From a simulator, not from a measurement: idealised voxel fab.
The process module that follows is named voxel local oxidation.
Displayed cross-section: cut, width of 270 nm, square cells sized 5 nm.
This document writes a cross-section as a grid whose cells are square, and gives it as bands, listed from the top down; one or more rows of cells form a band.
The band entry comprises the height of the band's top followed by the height of its bottom, expressed in nm, and subsequently the band's materials from left to right, each stated together with its width in nm. Where a single material is marked with the word "throughout", that material fills the band from edge to edge. The word "air" represents empty space.
Height reference: 0 = level under which incoming wafer is all one material. Lowest band: no bottom, runs on downward, e.g. "0..down".
You'd read "30..40" like this: the band's top row of cells is as wide as the first number, its bottom row is as wide as the second, and going down, every row changes width by the same amount as the row before did.
You'll sometimes find "nothing was modified" written for a step, and that's the way of saying that nowhere in the cross-section did a cell change during that step.
"Tabulated closed voids" enumerates empty spaces isolated from the top, with no open way to it, that contain at least 8 cells, giving each as width x height at distance from the left edge, all three in nm.
Note: text after step settings on the step line = simulator remark on that step.
overlay nm: for a step with a mask, the amount by which the mask lay right of where it was planned; a negative amount means left of it.
plan
1 RECEIVE, material Si
2 CONFORMAL_DEP, material SiO2, thk nm 5
3 CONFORMAL_DEP, material SiN, thk nm 15
4 PATTERN, tone cover, mask id ACTIVE, material resist, width nm 100, thk nm 20, overlay nm -15
5 DIRECTIONAL_ETCH, etch materials SiN, depth nm 15
6 STRIP, etch materials resist
7 SELECTIVE_ETCH, etch materials SiO2, depth nm 5
8 OXIDIZE, depth nm 10
9 STRIP, etch materials SiN
The value of overlay nm given for step 4 in the plan refers to the first wafer; the wafers vary in this setting and are alike at the start.
Cut through the first of several wafers as received, post step 1
  0..down = Si throughout
  Tabulated closed voids: none
Cross-section of the first of several wafers, taken after step 9, where the module ends
  5..0 = air: 75 | SiO2: 90 | air: 105
  0..-10 = SiO2: 85 | Si: 70 | SiO2: 115
  -10..down = Si throughout
  Tabulated closed voids: none
Last wafer, end of module, cross-section
  5..0 = air: 105 | SiO2: 90 | air: 75
  0..-10 = SiO2: 115 | Si: 70 | SiO2: 85
  -10..down = Si throughout
  Tabulated closed voids: none
Per wafer (row), end of module: delta in cells per material since receipt, (+) for gained, (-) for lost; closed voids after that
overlay nm -15, -80 Si, +98 SiO2, Tabulated closed voids: none
overlay nm -10, -80 Si, +98 SiO2, Tabulated closed voids: none
overlay nm -5, -80 Si, +98 SiO2, Tabulated closed voids: none
overlay nm 0, -80 Si, +98 SiO2, Tabulated closed voids: none
overlay nm 5, -80 Si, +98 SiO2, Tabulated closed voids: none
overlay nm 10, -80 Si, +98 SiO2, Tabulated closed voids: none
overlay nm 15, -80 Si, +98 SiO2, Tabulated closed voids: none
